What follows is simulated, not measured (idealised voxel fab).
Proc. module: voxel trench capacitor
The cross-section shown here is cut; it is 205 nm wide and divided into square cells measuring 5 nm on a side.
Format of a cross-section: grid, square cells. Given as bands. Order: top down. Band: one or more rows of cells.
Quick guide to a band line: top height, bottom height (nm) up front; then every material left to right with its width in nm. Only one material and it's marked "all across"? Then it fills the band edge to edge. And "air" just means empty space.
Basically, 0 is our baseline, since under it the wafer straight out of the box is all one material. The bottom band has no lower end and keeps on going down, so it looks like "0 and below".
A width given as "30->40" starts at the first number in the band's top row and ends at the second number in its bottom row, shifting by an equal amount at every step from row to row.
Where a step carries "no modifications", the cross-section came out of it unchanged, cell for cell.
Closed empty spaces (no open way to the top) of 8 cells or more are what "Trapped voids" lists, each as width x height at distance from the left edge, nm for all three.
On a step's line, text after the settings is the simulator commenting on that step.
Steps that use a mask can have "overlay nm" on their line. It says how far the mask sat to the right of where it was meant to be. Negative means to the left.

### The planned process steps are enumerated hereunder
1,RECEIVE, material Si
2,CONFORMAL_DEP, material SiN, thk nm 10
3,DIRECTIONAL_DEP, material aC, thk nm 15
4,PATTERN, tone open, mask id TRENCH, material resist, width nm 25, pitch nm 45, thk nm 35, overlay nm -15
5,DIRECTIONAL_ETCH, etch materials aC, depth nm 15
6,STRIP, etch materials resist
7,DIRECTIONAL_ETCH, etch materials SiN, depth nm 10
8,DIRECTIONAL_ETCH, etch materials Si, depth nm 40
9,STRIP, etch materials aC
10,CONFORMAL_DEP, material HfO2, thk nm 5
11,CONFORMAL_DEP, material TiN, thk nm 5
12,FILL_DEP, material W, thk nm 5
13,CMP, height nm 10
What sets these wafers apart? The overlay nm at step 4. They all start alike, and the plan carries the first wafer's value.

### Step 1 complete: as-received cross-section of the first of several wafers
* 0 and below  Si all across
* Trapped voids: none

### So in this table every wafer gets its own row, and what you see is where it stands at the end of the module: for each material, how many cells it picked up (+) or gave up (-) since we received it, and after that its closed voids
overlay nm -15 | +46 HfO2 | -80 Si | +62 SiN | +38 TiN | +16 W | Trapped voids: none
overlay nm -10 | +46 HfO2 | -80 Si | +62 SiN | +38 TiN | +16 W | Trapped voids: none
overlay nm -5 | +46 HfO2 | -80 Si | +62 SiN | +38 TiN | +16 W | Trapped voids: none
overlay nm 0 | +46 HfO2 | -80 Si | +62 SiN | +38 TiN | +16 W | Trapped voids: none
overlay nm 5 | +46 HfO2 | -80 Si | +62 SiN | +38 TiN | +16 W | Trapped voids: none
overlay nm 10 | +46 HfO2 | -80 Si | +62 SiN | +38 TiN | +16 W | Trapped voids: none
overlay nm 15 | +46 HfO2 | -80 Si | +62 SiN | +38 TiN | +16 W | Trapped voids: none
